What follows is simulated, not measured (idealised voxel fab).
Title: Process Module voxel transistor to metal
Cross-section cut: width 180 nm, square cells of 5 nm.
A cross-section is written here as square cells arranged in a grid, and it is given in bands from the top down, each band taking up one or more rows of cells.
Band entry format. Leading values: height of top, height of bottom, nm. Remainder: materials in left-to-right order, each with its width in nm. Special words: "full width" on a single material, which then fills the band edge to edge; "blank", empty space.
Heights are measured from 0, the level below which the as-received wafer is all one material; the lowest band has no bottom and continues downward, written as in "0 down".
Width: "30->40" (first number = top row, second number = bottom row, same change from row to row of cells).
No cell of the cross-section changed in a step that is given as "all unchanged".
The entry titled "Enclosed cavities" provides the empty spaces that have no open way to the top, restricted to those of 8 cells or more. Each is presented as width x height at distance, the distance being measured from the left edge, with all three in nm.
It should be noted that, on the line of a given step, the content following the step's settings is a remark produced by the simulator itself with respect to that step.
overlay nm: right-of-plan distance of the mask on a masked step; negative values mean left-of-plan.
What follows is a series of pairs. Each pair shows a cross-section before one process step and the cross-section after it, and the after view is drawn only down to the lowest band that changed. Beneath each pair is the step that lies between the two, with its settings. Pairs may come from different runs of this module on the same starting wafer, so a pair continues from the one above it only where its entry headed "Pre-step geometry" says so.

[Pre-step geometry]
    40 to 30 = 45 of aC  15 of blank  55 of aC  15 of blank  50 of aC
    30 to 15 = 45 of SiO2  15 of blank  55 of SiO2  15 of blank  50 of SiO2
    15 to 10 = 45 of SiO2  15 of blank  5 of SiO2  10 of SiN  5 of HfO2  5 of TiN  5 of W  5 of TiN  5 of HfO2  10 of SiN  5 of SiO2  15 of blank  50 of SiO2
    10 to 5 = 45 of SiO2  5 of blank  15 of pSi  10 of SiN  5 of HfO2  5 of TiN  5 of W  5 of TiN  5 of HfO2  10 of SiN  15 of pSi  5 of blank  50 of SiO2
    5 to 0 = 45 of SiO2  5 of blank  15 of pSi  10 of SiN  5 of HfO2  15 of TiN  5 of HfO2  10 of SiN  15 of pSi  5 of blank  50 of SiO2
    0 to -5 = 45 of SiO2  5 of blank  15 of pSi  5 of SiO2  35 of HfO2  5 of SiO2  15 of pSi  5 of blank  50 of SiO2
    -5 to -15 = 50 of SiO2  15 of pSi  45 of Si  15 of pSi  55 of SiO2
    -15 to -30 = 40 of SiO2  25 of pSi  45 of Si  25 of pSi  45 of SiO2
    -30 to -40 = 40 of SiO2  95 of Si  45 of SiO2
    -40 down = Si full width
    Enclosed cavities: none

[Resulting Cross-Section]
    30 to 15 = 45 of SiO2  15 of blank  55 of SiO2  15 of blank  50 of SiO2
    For the remainder of the cross-section, below 15, there is no change.
    Enclosed cavities: none
Applied between the two views above: STRIP [etch materials aC]

Pre-step geometry: starting point is the after cross-section of the pair just above.

[Resulting Cross-Section]
    35 to 30 = 50 of TiN  5 of blank  65 of TiN  5 of blank  55 of TiN
    30 to 15 = 45 of SiO2  5 of TiN  5 of blank  5 of TiN  55 of SiO2  5 of TiN  5 of blank  5 of TiN  50 of SiO2
    15 to 10 = 45 of SiO2  15 of TiN  5 of SiO2  10 of SiN  5 of HfO2  5 of TiN  5 of W  5 of TiN  5 of HfO2  10 of SiN  5 of SiO2  15 of TiN  50 of SiO2
    10 to 5 = 45 of SiO2  5 of TiN  15 of pSi  10 of SiN  5 of HfO2  5 of TiN  5 of W  5 of TiN  5 of HfO2  10 of SiN  15 of pSi  5 of TiN  50 of SiO2
    5 to 0 = 45 of SiO2  5 of TiN  15 of pSi  10 of SiN  5 of HfO2  15 of TiN  5 of HfO2  10 of SiN  15 of pSi  5 of TiN  50 of SiO2
    0 to -5 = 45 of SiO2  5 of TiN  15 of pSi  5 of SiO2  35 of HfO2  5 of SiO2  15 of pSi  5 of TiN  50 of SiO2
    For the remainder of the cross-section, below -5, there is no change.
    Enclosed cavities: none
Applied between the two views above: CONFORMAL_DEP [material TiN] [thk nm 5]

Pre-step geometry: starting point is the after cross-section of the pair just above.

[Resulting Cross-Section]
    45 to 35 = W full width
    35 to 30 = 50 of TiN  5 of W  65 of TiN  5 of W  55 of TiN
    30 to 15 = 45 of SiO2  5 of TiN  5 of W  5 of TiN  55 of SiO2  5 of TiN  5 of W  5 of TiN  50 of SiO2
    For the remainder of the cross-section, below 15, there is no change.
    Enclosed cavities: none
Applied between the two views above: FILL_DEP [material W] [thk nm 10]

Pre-step geometry: starting point is the after cross-section of the pair just above.

[Resulting Cross-Section]
    30 to 15 = 45 of SiO2  5 of TiN  5 of W  5 of TiN  55 of SiO2  5 of TiN  5 of W  5 of TiN  50 of SiO2
    For the remainder of the cross-section, below 15, there is no change.
    Enclosed cavities: none
Applied between the two views above: CMP [height nm 30]

Pre-step geometry: starting point is the after cross-section of the pair just above.

[Resulting Cross-Section]
    35 to 30 = SiCN full width
    For the remainder of the cross-section, below 30, there is no change.
    Enclosed cavities: none
Applied between the two views above: CONFORMAL_DEP [material SiCN] [thk nm 5]

Pre-step geometry: starting point is the after cross-section of the pair just above.

[Resulting Cross-Section]
    50 to 35 = SiO2 full width
    For the remainder of the cross-section, below 35, there is no change.
    Enclosed cavities: none
Applied between the two views above: DIRECTIONAL_DEP [material SiO2] [thk nm 15]

Pre-step geometry: starting point is the after cross-section of the pair just above.

[Resulting Cross-Section]
    65 to 50 = aC full width
    For the remainder of the cross-section, below 50, there is no change.
    Enclosed cavities: none
Applied between the two views above: DIRECTIONAL_DEP [material aC] [thk nm 15]

Pre-step geometry: starting point is the after cross-section of the pair just above.

[Resulting Cross-Section]
    95 to 65 = 45 of resist  15 of blank  55 of resist  15 of blank  50 of resist
    For the remainder of the cross-section, below 65, there is no change.
    Enclosed cavities: none
Applied between the two views above: PATTERN [tone open] [mask id METAL_1] [material resist] [width nm 15] [pitch nm 70] [thk nm 30] [overlay nm 0]

Pre-step geometry: starting point is the after cross-section of the pair just above.

[Resulting Cross-Section]
    80 to 65 = 45 of resist  15 of blank  55 of resist  15 of blank  50 of resist
    65 to 50 = 45 of aC  15 of blank  55 of aC  15 of blank  50 of aC
    For the remainder of the cross-section, below 50, there is no change.
    Enclosed cavities: none
Applied between the two views above: DIRECTIONAL_ETCH [etch materials aC] [depth nm 15]

Pre-step geometry: starting point is the after cross-section of the pair just above.

[Resulting Cross-Section]
    65 to 50 = 45 of aC  15 of blank  55 of aC  15 of blank  50 of aC
    For the remainder of the cross-section, below 50, there is no change.
    Enclosed cavities: none
Applied between the two views above: STRIP [etch materials resist]

Pre-step geometry: starting point is the after cross-section of the pair just above.

[Resulting Cross-Section]
    65 to 50 = 45 of aC  15 of blank  55 of aC  15 of blank  50 of aC
    50 to 35 = 45 of SiO2  15 of blank  55 of SiO2  15 of blank  50 of SiO2
    For the remainder of the cross-section, below 35, there is no change.
    Enclosed cavities: none
Applied between the two views above: DIRECTIONAL_ETCH [etch materials SiO2] [depth nm 15]

Pre-step geometry: starting point is the after cross-section of the pair just above.

[Resulting Cross-Section]
    65 to 50 = 45 of aC  15 of blank  55 of aC  15 of blank  50 of aC
    50 to 35 = 45 of SiO2  15 of blank  55 of SiO2  15 of blank  50 of SiO2
    35 to 30 = 45 of SiCN  15 of blank  55 of SiCN  15 of blank  50 of SiCN
    For the remainder of the cross-section, below 30, there is no change.
    Enclosed cavities: none
Applied between the two views above: DIRECTIONAL_ETCH [etch materials SiCN] [depth nm 5]

Pre-step geometry: starting point is the after cross-section of the pair just above.

[Resulting Cross-Section]
    50 to 35 = 45 of SiO2  15 of blank  55 of SiO2  15 of blank  50 of SiO2
    For the remainder of the cross-section, below 35, there is no change.
    Enclosed cavities: none
Applied between the two views above: STRIP [etch materials aC]

Pre-step geometry: starting point is the after cross-section of the pair just above.

[Resulting Cross-Section]
    55 to 50 = 50 of TiN  5 of blank  65 of TiN  5 of blank  55 of TiN
    50 to 35 = 45 of SiO2  5 of TiN  5 of blank  5 of TiN  55 of SiO2  5 of TiN  5 of blank  5 of TiN  50 of SiO2
    35 to 30 = 45 of SiCN  15 of TiN  55 of SiCN  15 of TiN  50 of SiCN
    For the remainder of the cross-section, below 30, there is no change.
    Enclosed cavities: none
Applied between the two views above: CONFORMAL_DEP [material TiN] [thk nm 5]

Pre-step geometry: starting point is the after cross-section of the pair just above.

[Resulting Cross-Section]
    65 to 55 = Cu full width
    55 to 50 = 50 of TiN  5 of Cu  65 of TiN  5 of Cu  55 of TiN
    50 to 35 = 45 of SiO2  5 of TiN  5 of Cu  5 of TiN  55 of SiO2  5 of TiN  5 of Cu  5 of TiN  50 of SiO2
    For the remainder of the cross-section, below 35, there is no change.
    Enclosed cavities: none
Applied between the two views above: FILL_DEP [material Cu] [thk nm 10]

Pre-step geometry: starting point is the after cross-section of the pair just above.

[Resulting Cross-Section]
    50 to 35 = 45 of SiO2  5 of TiN  5 of Cu  5 of TiN  55 of SiO2  5 of TiN  5 of Cu  5 of TiN  50 of SiO2
    For the remainder of the cross-section, below 35, there is no change.
    Enclosed cavities: none
Applied between the two views above: CMP [height nm 50]

Pre-step geometry: starting point is the after cross-section of the pair just above.

[Resulting Cross-Section]
    55 to 50 = SiCN full width
    For the remainder of the cross-section, below 50, there is no change.
    Enclosed cavities: none
Applied between the two views above: CONFORMAL_DEP [material SiCN] [thk nm 5]

Pre-step geometry: starting point is the after cross-section of the pair just above.

[Resulting Cross-Section]
    85 to 55 = SiO2 full width
    For the remainder of the cross-section, below 55, there is no change.
    Enclosed cavities: none
Applied between the two views above: DIRECTIONAL_DEP [material SiO2] [thk nm 30]

Pre-step geometry: starting point is the after cross-section of the pair just above.

[Resulting Cross-Section]
    100 to 85 = aC full width
    For the remainder of the cross-section, below 85, there is no change.
    Enclosed cavities: none
Applied between the two views above: DIRECTIONAL_DEP [material aC] [thk nm 15]

Pre-step geometry: starting point is the after cross-section of the pair just above.

[Resulting Cross-Section]
    135 to 100 = 45 of resist  15 of blank  55 of resist  15 of blank  50 of resist
    For the remainder of the cross-section, below 100, there is no change.
    Enclosed cavities: none
Applied between the two views above: PATTERN [tone open] [mask id METAL_2] [material resist] [width nm 15] [pitch nm 70] [thk nm 35] [overlay nm 0]

Pre-step geometry: starting point is the after cross-section of the pair just above.

[Resulting Cross-Section]
    120 to 100 = 45 of resist  15 of blank  55 of resist  15 of blank  50 of resist
    100 to 85 = 45 of aC  15 of blank  55 of aC  15 of blank  50 of aC
    For the remainder of the cross-section, below 85, there is no change.
    Enclosed cavities: none
Applied between the two views above: DIRECTIONAL_ETCH [etch materials aC] [depth nm 15]

Pre-step geometry: starting point is the after cross-section of the pair just above.

[Resulting Cross-Section]
    100 to 85 = 45 of aC  15 of blank  55 of aC  15 of blank  50 of aC
    For the remainder of the cross-section, below 85, there is no change.
    Enclosed cavities: none
Applied between the two views above: STRIP [etch materials resist]

Pre-step geometry: starting point is the after cross-section of the pair just above.

[Resulting Cross-Section]
    100 to 85 = 45 of aC  15 of blank  55 of aC  15 of blank  50 of aC
    85 to 65 = 45 of SiO2  15 of blank  55 of SiO2  15 of blank  50 of SiO2
    For the remainder of the cross-section, below 65, there is no change.
    Enclosed cavities: none
Applied between the two views above: DIRECTIONAL_ETCH [etch materials SiO2] [depth nm 20]

Pre-step geometry: starting point is the after cross-section of the pair just above.

[Resulting Cross-Section]
    85 to 65 = 45 of SiO2  15 of blank  55 of SiO2  15 of blank  50 of SiO2
    For the remainder of the cross-section, below 65, there is no change.
    Enclosed cavities: none
Applied between the two views above: STRIP [etch materials aC]

Pre-step geometry: starting point is the after cross-section of the pair just above.

[Resulting Cross-Section]
    100 to 85 = 45 of aC  15 of blank  55 of aC  15 of blank  50 of aC
    85 to 80 = 45 of SiO2  15 of blank  55 of SiO2  15 of blank  50 of SiO2
    80 to 65 = 45 of SiO2  15 of aC  55 of SiO2  15 of aC  50 of SiO2
    For the remainder of the cross-section, below 65, there is no change.
    Enclosed cavities: none
Applied between the two views above: DIRECTIONAL_DEP [material aC] [thk nm 15]

Pre-step geometry: starting point is the after cross-section of the pair just above.

[Resulting Cross-Section]
    135 to 100 = 45 of resist  15 of blank  55 of resist  15 of blank  50 of resist
    For the remainder of the cross-section, below 100, there is no change.
    Enclosed cavities: none
Applied between the two views above: PATTERN [tone open] [mask id METAL_2_HOLES] [material resist] [width nm 15] [pitch nm 70] [thk nm 35] [overlay nm 0]

Pre-step geometry: starting point is the after cross-section of the pair just above.

[Resulting Cross-Section]
    120 to 100 = 45 of resist  15 of blank  55 of resist  15 of blank  50 of resist
    100 to 85 = 45 of aC  15 of blank  55 of aC  15 of blank  50 of aC
    85 to 65 = 45 of SiO2  15 of blank  55 of SiO2  15 of blank  50 of SiO2
    For the remainder of the cross-section, below 65, there is no change.
    Enclosed cavities: none
Applied between the two views above: DIRECTIONAL_ETCH [etch materials aC] [depth nm 15]

Pre-step geometry: starting point is the after cross-section of the pair just above.

[Resulting Cross-Section]
    100 to 85 = 45 of aC  15 of blank  55 of aC  15 of blank  50 of aC
    For the remainder of the cross-section, below 85, there is no change.
    Enclosed cavities: none
Applied between the two views above: STRIP [etch materials resist]

Pre-step geometry: starting point is the after cross-section of the pair just above.

[Resulting Cross-Section]
    100 to 85 = 45 of aC  15 of blank  55 of aC  15 of blank  50 of aC
    85 to 55 = 45 of SiO2  15 of blank  55 of SiO2  15 of blank  50 of SiO2
    For the remainder of the cross-section, below 55, there is no change.
    Enclosed cavities: none
Applied between the two views above: DIRECTIONAL_ETCH [etch materials SiO2] [depth nm 10]

Pre-step geometry: starting point is the after cross-section of the pair just above.

[Resulting Cross-Section]
    100 to 85 = 45 of aC  15 of blank  55 of aC  15 of blank  50 of aC
    85 to 55 = 45 of SiO2  15 of blank  55 of SiO2  15 of blank  50 of SiO2
    55 to 50 = 45 of SiCN  15 of blank  55 of SiCN  15 of blank  50 of SiCN
    For the remainder of the cross-section, below 50, there is no change.
    Enclosed cavities: none
Applied between the two views above: DIRECTIONAL_ETCH [etch materials SiCN] [depth nm 5]

Pre-step geometry: starting point is the after cross-section of the pair just above.

[Resulting Cross-Section]
    85 to 55 = 45 of SiO2  15 of blank  55 of SiO2  15 of blank  50 of SiO2
    For the remainder of the cross-section, below 55, there is no change.
    Enclosed cavities: none
Applied between the two views above: STRIP [etch materials aC]

Pre-step geometry: starting point is the after cross-section of the pair just above.

[Resulting Cross-Section]
    90 to 85 = 50 of TiN  5 of blank  65 of TiN  5 of blank  55 of TiN
    85 to 55 = 45 of SiO2  5 of TiN  5 of blank  5 of TiN  55 of SiO2  5 of TiN  5 of blank  5 of TiN  50 of SiO2
    55 to 50 = 45 of SiCN  15 of TiN  55 of SiCN  15 of TiN  50 of SiCN
    For the remainder of the cross-section, below 50, there is no change.
    Enclosed cavities: none
Applied between the two views above: CONFORMAL_DEP [material TiN] [thk nm 5]

Pre-step geometry: starting point is the after cross-section of the pair just above.

[Resulting Cross-Section]
    100 to 90 = Cu full width
    90 to 85 = 50 of TiN  5 of Cu  65 of TiN  5 of Cu  55 of TiN
    85 to 55 = 45 of SiO2  5 of TiN  5 of Cu  5 of TiN  55 of SiO2  5 of TiN  5 of Cu  5 of TiN  50 of SiO2
    For the remainder of the cross-section, below 55, there is no change.
    Enclosed cavities: none
Applied between the two views above: FILL_DEP [material Cu] [thk nm 10]

Pre-step geometry: starting point is the after cross-section of the pair just above.

[Resulting Cross-Section]
    85 to 55 = 45 of SiO2  5 of TiN  5 of Cu  5 of TiN  55 of SiO2  5 of TiN  5 of Cu  5 of TiN  50 of SiO2
    For the remainder of the cross-section, below 55, there is no change.
    Enclosed cavities: none
Applied between the two views above: CMP [height nm 85]

Pre-step geometry: starting point is the after cross-section of the pair just above.

[Resulting Cross-Section]
    90 to 85 = SiN full width
    For the remainder of the cross-section, below 85, there is no change.
    Enclosed cavities: none
Applied between the two views above: CONFORMAL_DEP [material SiN] [thk nm 5]

[Pre-step geometry]
    30 to 20 = SiCN full width
    20 to 0 = polySi full width
    0 to -5 = SiO2 full width
    -5 to -40 = 40 of SiO2  95 of Si  45 of SiO2
    -40 down = Si full width
    Enclosed cavities: none

[Resulting Cross-Section]
    50 to 30 = 75 of blank  30 of resist  75 of blank
    For the remainder of the cross-section, below 30, there is no change.
    Enclosed cavities: none
Applied between the two views above: PATTERN [tone cover] [mask id GATE] [material resist] [width nm 30] [thk nm 20] [overlay nm 0]

Pre-step geometry: starting point is the after cross-section of the pair just above.

[Resulting Cross-Section]
    50 to 30 = 75 of blank  30 of resist  75 of blank
    30 to 20 = 75 of blank  30 of SiCN  75 of blank
    For the remainder of the cross-section, below 20, there is no change.
    Enclosed cavities: none
Applied between the two views above: DIRECTIONAL_ETCH [etch materials SiCN] [depth nm 20]

Pre-step geometry: starting point is the after cross-section of the pair just above.

[Resulting Cross-Section]
    50 to 30 = 75 of blank  30 of resist  75 of blank
    30 to 20 = 75 of blank  30 of SiCN  75 of blank
    20 to 0 = 75 of blank  30 of polySi  75 of blank
    For the remainder of the cross-section, below 0, there is no change.
    Enclosed cavities: none
Applied between the two views above: DIRECTIONAL_ETCH [etch materials polySi] [depth nm 30]

Pre-step geometry: starting point is the after cross-section of the pair just above.

[Resulting Cross-Section]
    30 to 20 = 75 of blank  30 of SiCN  75 of blank
    For the remainder of the cross-section, below 20, there is no change.
    Enclosed cavities: none
Applied between the two views above: STRIP [etch materials resist]

Pre-step geometry: starting point is the after cross-section of the pair just above.

[Resulting Cross-Section]
    40 to 30 = 65 of blank  50 of SiN  65 of blank
    30 to 20 = 65 of blank  10 of SiN  30 of SiCN  10 of SiN  65 of blank
    20 to 10 = 65 of blank  10 of SiN  30 of polySi  10 of SiN  65 of blank
    10 to 0 = 75 of SiN  30 of polySi  75 of SiN
    For the remainder of the cross-section, below 0, there is no change.
    Enclosed cavities: none
Applied between the two views above: CONFORMAL_DEP [material SiN] [thk nm 10]

Pre-step geometry: starting point is the after cross-section of the pair just above.

[Resulting Cross-Section]
    30 to 20 = 65 of blank  10 of SiN  30 of SiCN  10 of SiN  65 of blank
    20 to 0 = 65 of blank  10 of SiN  30 of polySi  10 of SiN  65 of blank
    For the remainder of the cross-section, below 0, there is no change.
    Enclosed cavities: none
Applied between the two views above: DIRECTIONAL_ETCH [etch materials SiN] [depth nm 10]

Pre-step geometry: starting point is the after cross-section of the pair just above.

[Resulting Cross-Section]
    30 to 20 = 65 of blank  10 of SiN  30 of SiCN  10 of SiN  65 of blank
    20 to 0 = 65 of blank  10 of SiN  30 of polySi  10 of SiN  65 of blank
    0 to -5 = 65 of blank  50 of SiO2  65 of blank
    For the remainder of the cross-section, below -5, there is no change.
    Enclosed cavities: none
Applied between the two views above: DIRECTIONAL_ETCH [etch materials SiO2] [depth nm 5]

Pre-step geometry: starting point is the after cross-section of the pair just above.

[Resulting Cross-Section]
    30 to 20 = 65 of blank  10 of SiN  30 of SiCN  10 of SiN  65 of blank
    20 to 0 = 65 of blank  10 of SiN  30 of polySi  10 of SiN  65 of blank
    0 to -5 = 65 of blank  50 of SiO2  65 of blank
    -5 to -20 = 40 of SiO2  25 of blank  50 of Si  20 of blank  45 of SiO2
    For the remainder of the cross-section, below -20, there is no change.
    Enclosed cavities: none
Applied between the two views above: DIRECTIONAL_ETCH [etch materials Si] [depth nm 15]

Pre-step geometry: starting point is the after cross-section of the pair just above.

[Resulting Cross-Section]
    30 to 20 = 65 of blank  10 of SiN  30 of SiCN  10 of SiN  65 of blank
    20 to 10 = 65 of blank  10 of SiN  30 of polySi  10 of SiN  65 of blank
    10 to 0 = 50 of blank  15 of pSi  10 of SiN  30 of polySi  10 of SiN  15 of pSi  50 of blank
    0 to -5 = 50 of blank  15 of pSi  50 of SiO2  15 of pSi  50 of blank
    -5 to -20 = 40 of SiO2  25 of pSi  50 of Si  20 of pSi  45 of SiO2
    For the remainder of the cross-section, below -20, there is no change.
    Enclosed cavities: none
Applied between the two views above: EPI [material pSi] [thk nm 15]

Pre-step geometry: starting point is the after cross-section of the pair just above.

[Resulting Cross-Section]
    35 to 30 = SiO2 full width
    30 to 20 = 65 of SiO2  10 of SiN  30 of SiCN  10 of SiN  65 of SiO2
    20 to 10 = 65 of SiO2  10 of SiN  30 of polySi  10 of SiN  65 of SiO2
    10 to 0 = 50 of SiO2  15 of pSi  10 of SiN  30 of polySi  10 of SiN  15 of pSi  50 of SiO2
    0 to -5 = 50 of SiO2  15 of pSi  50 of SiO2  15 of pSi  50 of SiO2
    For the remainder of the cross-section, below -5, there is no change.
    Enclosed cavities: none
Applied between the two views above: FILL_DEP [material SiO2] [thk nm 5]

Pre-step geometry: starting point is the after cross-section of the pair just above.

[Resulting Cross-Section]
    20 to 10 = 65 of SiO2  10 of SiN  30 of polySi  10 of SiN  65 of SiO2
    For the remainder of the cross-section, below 10, there is no change.
    Enclosed cavities: none
Applied between the two views above: CMP [height nm 20]

Pre-step geometry: starting point is the after cross-section of the pair just above.

[Resulting Cross-Section]
    20 to 10 = 65 of SiO2  10 of SiN  30 of blank  10 of SiN  65 of SiO2
    10 to 0 = 50 of SiO2  15 of pSi  10 of SiN  30 of blank  10 of SiN  15 of pSi  50 of SiO2
    For the remainder of the cross-section, below 0, there is no change.
    Enclosed cavities: none
Applied between the two views above: STRIP [etch materials polySi]

Pre-step geometry: starting point is the after cross-section of the pair just above.

[Resulting Cross-Section]
    20 to 15 = 65 of blank  10 of SiN  30 of blank  10 of SiN  65 of blank
    15 to 10 = 65 of SiO2  10 of SiN  30 of blank  10 of SiN  65 of SiO2
    10 to 0 = 50 of SiO2  15 of pSi  10 of SiN  30 of blank  10 of SiN  15 of pSi  50 of SiO2
    0 to -5 = 50 of SiO2  15 of pSi  5 of SiO2  40 of blank  5 of SiO2  15 of pSi  50 of SiO2
    For the remainder of the cross-section, below -5, there is no change.
    Enclosed cavities: none
Applied between the two views above: SELECTIVE_ETCH [etch materials SiO2] [depth nm 5]

Pre-step geometry: starting point is the after cross-section of the pair just above.

[Resulting Cross-Section]
    25 to 20 = 60 of blank  20 of HfO2  20 of blank  20 of HfO2  60 of blank
    20 to 15 = 65 of HfO2  10 of SiN  5 of HfO2  20 of blank  5 of HfO2  10 of SiN  65 of HfO2
    15 to 10 = 65 of SiO2  10 of SiN  5 of HfO2  20 of blank  5 of HfO2  10 of SiN  65 of SiO2
    10 to 0 = 50 of SiO2  15 of pSi  10 of SiN  5 of HfO2  20 of blank  5 of HfO2  10 of SiN  15 of pSi  50 of SiO2
    0 to -5 = 50 of SiO2  15 of pSi  5 of SiO2  40 of HfO2  5 of SiO2  15 of pSi  50 of SiO2
    For the remainder of the cross-section, below -5, there is no change.
    Enclosed cavities: none
Applied between the two views above: CONFORMAL_DEP [material HfO2] [thk nm 5]

Pre-step geometry: starting point is the after cross-section of the pair just above.

[Resulting Cross-Section]
    30 to 25 = 55 of blank  30 of TiN  10 of blank  30 of TiN  55 of blank
    25 to 20 = 60 of TiN  20 of HfO2  5 of TiN  10 of blank  5 of TiN  20 of HfO2  60 of TiN
    20 to 15 = 65 of HfO2  10 of SiN  5 of HfO2  5 of TiN  10 of blank  5 of TiN  5 of HfO2  10 of SiN  65 of HfO2
    15 to 10 = 65 of SiO2  10 of SiN  5 of HfO2  5 of TiN  10 of blank  5 of TiN  5 of HfO2  10 of SiN  65 of SiO2
    10 to 5 = 50 of SiO2  15 of pSi  10 of SiN  5 of HfO2  5 of TiN  10 of blank  5 of TiN  5 of HfO2  10 of SiN  15 of pSi  50 of SiO2
    5 to 0 = 50 of SiO2  15 of pSi  10 of SiN  5 of HfO2  20 of TiN  5 of HfO2  10 of SiN  15 of pSi  50 of SiO2
    For the remainder of the cross-section, below 0, there is no change.
    Enclosed cavities: none
Applied between the two views above: CONFORMAL_DEP [material TiN] [thk nm 5]

Pre-step geometry: starting point is the after cross-section of the pair just above.

[Resulting Cross-Section]
    35 to 30 = W full width
    30 to 25 = 55 of W  30 of TiN  10 of W  30 of TiN  55 of W
    25 to 20 = 60 of TiN  20 of HfO2  5 of TiN  10 of W  5 of TiN  20 of HfO2  60 of TiN
    20 to 15 = 65 of HfO2  10 of SiN  5 of HfO2  5 of TiN  10 of W  5 of TiN  5 of HfO2  10 of SiN  65 of HfO2
    15 to 10 = 65 of SiO2  10 of SiN  5 of HfO2  5 of TiN  10 of W  5 of TiN  5 of HfO2  10 of SiN  65 of SiO2
    10 to 5 = 50 of SiO2  15 of pSi  10 of SiN  5 of HfO2  5 of TiN  10 of W  5 of TiN  5 of HfO2  10 of SiN  15 of pSi  50 of SiO2
    For the remainder of the cross-section, below 5, there is no change.
    Enclosed cavities: none
Applied between the two views above: FILL_DEP [material W] [thk nm 5]

Pre-step geometry: starting point is the after cross-section of the pair just above.

[Resulting Cross-Section]
    15 to 10 = 65 of SiO2  10 of SiN  5 of HfO2  5 of TiN  10 of W  5 of TiN  5 of HfO2  10 of SiN  65 of SiO2
    For the remainder of the cross-section, below 10, there is no change.
    Enclosed cavities: none
Applied between the two views above: CMP [height nm 15]

Pre-step geometry: starting point is the after cross-section of the pair just above.

[Resulting Cross-Section]
    30 to 15 = SiO2 full width
    For the remainder of the cross-section, below 15, there is no change.
    Enclosed cavities: none
Applied between the two views above: DIRECTIONAL_DEP [material SiO2] [thk nm 15]

Pre-step geometry: starting point is the after cross-section of the pair just above.

[Resulting Cross-Section]
    40 to 30 = aC full width
    For the remainder of the cross-section, below 30, there is no change.
    Enclosed cavities: none
Applied between the two views above: DIRECTIONAL_DEP [material aC] [thk nm 10]

Pre-step geometry: starting point is the after cross-section of the pair just above.

[Resulting Cross-Section]
    70 to 40 = 45 of resist  15 of blank  55 of resist  15 of blank  50 of resist
    For the remainder of the cross-section, below 40, there is no change.
    Enclosed cavities: none
Applied between the two views above: PATTERN [tone open] [mask id CONTACT] [material resist] [width nm 15] [pitch nm 70] [thk nm 30] [overlay nm 0]

Pre-step geometry: starting point is the after cross-section of the pair just above.

[Resulting Cross-Section]
    60 to 40 = 45 of resist  15 of blank  55 of resist  15 of blank  50 of resist
    40 to 30 = 45 of aC  15 of blank  55 of aC  15 of blank  50 of aC
    For the remainder of the cross-section, below 30, there is no change.
    Enclosed cavities: none
Applied between the two views above: DIRECTIONAL_ETCH [etch materials aC] [depth nm 10]

Pre-step geometry: starting point is the after cross-section of the pair just above.

[Resulting Cross-Section]
    40 to 30 = 45 of aC  15 of blank  55 of aC  15 of blank  50 of aC
    For the remainder of the cross-section, below 30, there is no change.
    Enclosed cavities: none
Applied between the two views above: STRIP [etch materials resist]

Pre-step geometry: starting point is the after cross-section of the pair just above.

[Resulting Cross-Section]
    40 to 30 = 45 of aC  15 of blank  55 of aC  15 of blank  50 of aC
    30 to 15 = 45 of SiO2  15 of blank  55 of SiO2  15 of blank  50 of SiO2
    15 to 10 = 45 of SiO2  15 of blank  5 of SiO2  10 of SiN  5 of HfO2  5 of TiN  10 of W  5 of TiN  5 of HfO2  10 of SiN  15 of blank  50 of SiO2
    10 to 5 = 45 of SiO2  5 of blank  15 of pSi  10 of SiN  5 of HfO2  5 of TiN  10 of W  5 of TiN  5 of HfO2  10 of SiN  15 of pSi  50 of SiO2
    5 to 0 = 45 of SiO2  5 of blank  15 of pSi  10 of SiN  5 of HfO2  20 of TiN  5 of HfO2  10 of SiN  15 of pSi  50 of SiO2
    0 to -5 = 45 of SiO2  5 of blank  15 of pSi  5 of SiO2  40 of HfO2  5 of SiO2  15 of pSi  50 of SiO2
    For the remainder of the cross-section, below -5, there is no change.
    Enclosed cavities: none
Applied between the two views above: DIRECTIONAL_ETCH [etch materials SiO2] [depth nm 35]

Pre-step geometry: starting point is the after cross-section of the pair just above.

[Resulting Cross-Section]
    30 to 15 = 45 of SiO2  15 of blank  55 of SiO2  15 of blank  50 of SiO2
    For the remainder of the cross-section, below 15, there is no change.
    Enclosed cavities: none
Applied between the two views above: STRIP [etch materials aC]

Pre-step geometry: starting point is the after cross-section of the pair just above.

[Resulting Cross-Section]
    35 to 30 = 50 of TiN  5 of blank  65 of TiN  5 of blank  55 of TiN
    30 to 15 = 45 of SiO2  5 of TiN  5 of blank  5 of TiN  55 of SiO2  5 of TiN  5 of blank  5 of TiN  50 of SiO2
    15 to 10 = 45 of SiO2  15 of TiN  5 of SiO2  10 of SiN  5 of HfO2  5 of TiN  10 of W  5 of TiN  5 of HfO2  10 of SiN  15 of TiN  50 of SiO2
    10 to 5 = 45 of SiO2  5 of TiN  15 of pSi  10 of SiN  5 of HfO2  5 of TiN  10 of W  5 of TiN  5 of HfO2  10 of SiN  15 of pSi  50 of SiO2
    5 to 0 = 45 of SiO2  5 of TiN  15 of pSi  10 of SiN  5 of HfO2  20 of TiN  5 of HfO2  10 of SiN  15 of pSi  50 of SiO2
    0 to -5 = 45 of SiO2  5 of TiN  15 of pSi  5 of SiO2  40 of HfO2  5 of SiO2  15 of pSi  50 of SiO2
    For the remainder of the cross-section, below -5, there is no change.
    Enclosed cavities: none
Applied between the two views above: CONFORMAL_DEP [material TiN] [thk nm 5]

Pre-step geometry: starting point is the after cross-section of the pair just above.

[Resulting Cross-Section]
    45 to 35 = W full width
    35 to 30 = 50 of TiN  5 of W  65 of TiN  5 of W  55 of TiN
    30 to 15 = 45 of SiO2  5 of TiN  5 of W  5 of TiN  55 of SiO2  5 of TiN  5 of W  5 of TiN  50 of SiO2
    For the remainder of the cross-section, below 15, there is no change.
    Enclosed cavities: none
Applied between the two views above: FILL_DEP [material W] [thk nm 10]

Pre-step geometry: starting point is the after cross-section of the pair just above.

[Resulting Cross-Section]
    30 to 15 = 45 of SiO2  5 of TiN  5 of W  5 of TiN  55 of SiO2  5 of TiN  5 of W  5 of TiN  50 of SiO2
    For the remainder of the cross-section, below 15, there is no change.
    Enclosed cavities: none
Applied between the two views above: CMP [height nm 30]

Pre-step geometry: starting point is the after cross-section of the pair just above.

[Resulting Cross-Section]
    35 to 30 = SiCN full width
    For the remainder of the cross-section, below 30, there is no change.
    Enclosed cavities: none
Applied between the two views above: CONFORMAL_DEP [material SiCN] [thk nm 5]

Pre-step geometry: starting point is the after cross-section of the pair just above.

[Resulting Cross-Section]
    50 to 35 = SiO2 full width
    For the remainder of the cross-section, below 35, there is no change.
    Enclosed cavities: none
Applied between the two views above: DIRECTIONAL_DEP [material SiO2] [thk nm 15]
